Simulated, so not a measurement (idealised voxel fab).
process module | voxel released beams
cross-section cut | 190 nm wide | cells 5 nm
A cross-section is a grid of square cells, given in bands from the top down. A band is one or more rows of cells.
Each band's line starts with the height of the band's top and of its bottom, in nm. Then come its materials from left to right, each with its width in nm. One material with "throughout" fills the band from edge to edge. "air" is empty space.
Height 0 is the level under which the wafer as received is all one material. The lowest band goes on downwards, as in "0 down".
A width such as "30 to 40" changes by the same amount from each row of cells to the next, from the band's top row to its bottom row.
"no change" after a step means that no cell of the cross-section changed.
closed voids: empty space of 8 cells or more with no open way to the top, each as width x height at its distance from the left edge, in nm
after a step's settings: what the simulator itself notes on the step
overlay nm, on a step with a mask: how far to the right of its planned place the mask lay; to the left if negative
plan
1 op RECEIVE | material Si
2 op CONFORMAL_DEP | material Al2O3 | thk nm 5
3 op DIRECTIONAL_DEP | material SiO2 | thk nm 20
4 op MASKED_ETCH | tone open | mask id ANCHOR | width nm 35 | etch materials SiO2 | depth nm 20 | overlay nm -15
5 op CONFORMAL_DEP | material W | thk nm 15
6 op MASKED_ETCH | tone cover | mask id BEAM | width nm 90 | etch materials W | depth nm 15 | overlay nm 0
7 op STRIP | etch materials SiO2
varied across the wafers: overlay nm of step 4. The plan shows the first wafer's value. All wafers start alike
first wafer as received, after step 1
  0 down: Si throughout
  closed voids: none
each wafer at the end: cells of each material gained (+) or lost (-) since it was received, then its closed voids
overlay nm -15 | +38 Al2O3 | +78 W | closed voids: none
overlay nm -10 | +38 Al2O3 | +78 W | closed voids: none
overlay nm -5 | +38 Al2O3 | +78 W | closed voids: none
overlay nm 0 | +38 Al2O3 | +78 W | closed voids: none
overlay nm 5 | +38 Al2O3 | +78 W | closed voids: none
overlay nm 10 | +38 Al2O3 | +78 W | closed voids: none
overlay nm 15 | +38 Al2O3 | +78 W | closed voids: none
